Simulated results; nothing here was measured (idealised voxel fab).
Process module in this document: voxel plated lines
The width of the displayed cross-section, cut, is 180 nm; its cells are square, with a size of 5 nm.
This document writes a cross-section as a grid whose cells are square, and gives it as bands, listed from the top down; one or more rows of cells form a band.
Basically the band line says how high the top is and how high the bottom is, in nm, and then what's in it from left to right, every material with its width in nm. Empty space shows up as "blank", and if a single material carries "everywhere" it runs the full band edge to edge.
Heights are measured from 0, the level below which the as-received wafer is all one material; the lowest band has no bottom and continues downward, written as in "0..down".
The notation "30 to 40" denotes a width that varies across the rows of cells in the band, beginning at the first number in the top row, finishing at the second number in the bottom row, and changing by an identical amount from each row to the next.
"same as before" means the step left every cell of the cross-section as it was.
You'll see "Closed void table" listing empty spaces that have no way open to the top, as long as they're 8 cells or more; the notation is width x height at distance, where the distance is from the left edge, and all of it is in nm.
Anything after a step's settings on that line? It's the simulator's own note about the step.
overlay nm: for a step with a mask, the amount by which the mask lay right of where it was planned; a negative amount means left of it.

Planned process steps:
1 RECEIVE,material Si
2 CONFORMAL_DEP,material Al2O3,thk nm 5
3 DIRECTIONAL_DEP,material TiN,thk nm 5
4 PATTERN,tone open,mask id LINES,material resist,width nm 15,pitch nm 35,thk nm 40,overlay nm 0
5 EPI,material Ru,thk nm 10
6 EPI,material Ru,thk nm 5
7 EPI,material Ru,thk nm 5
8 STRIP,etch materials resist
9 DIRECTIONAL_ETCH,etch materials TiN,depth nm 5
10 CONFORMAL_DEP,material SiCN,thk nm 10

So this is the incoming wafer in cross-section - it's already been through step 1:
0..down | Si everywhere
Closed void table: none

The first of two wafers, cross-sectioned at the end of the module, with the run proceeding as planned:
40..30 | 55 nm blank  70 nm SiCN  55 nm blank
30..15 | 55 nm blank  10 nm SiCN  15 nm Ru  20 nm SiCN  15 nm Ru  10 nm SiCN  55 nm blank
15..10 | 65 nm SiCN  15 nm Ru  20 nm SiCN  15 nm Ru  65 nm SiCN
10..5 | 65 nm SiCN  15 nm TiN  20 nm SiCN  15 nm TiN  65 nm SiCN
5..0 | Al2O3 everywhere
0..down | Si everywhere
Closed void table: none

Wafer two, end of module, cross-section. Same start, same plan as wafer one. One mistake in the run:
40..30 | 50 nm blank  70 nm SiCN  60 nm blank
30..15 | 50 nm blank  10 nm SiCN  15 nm Ru  20 nm SiCN  15 nm Ru  10 nm SiCN  60 nm blank
15..10 | 60 nm SiCN  15 nm Ru  20 nm SiCN  15 nm Ru  70 nm SiCN
10..5 | 60 nm SiCN  15 nm TiN  20 nm SiCN  15 nm TiN  70 nm SiCN
5..0 | Al2O3 everywhere
0..down | Si everywhere
Closed void table: none
Finding, execution versus plan: rather than as planned, step 4 actually ran as PATTERN,tone open,mask id LINES,material resist,width nm 15,pitch nm 35,thk nm 40,overlay nm -5
Cell counts per material: same on both final wafers. Positions: different.
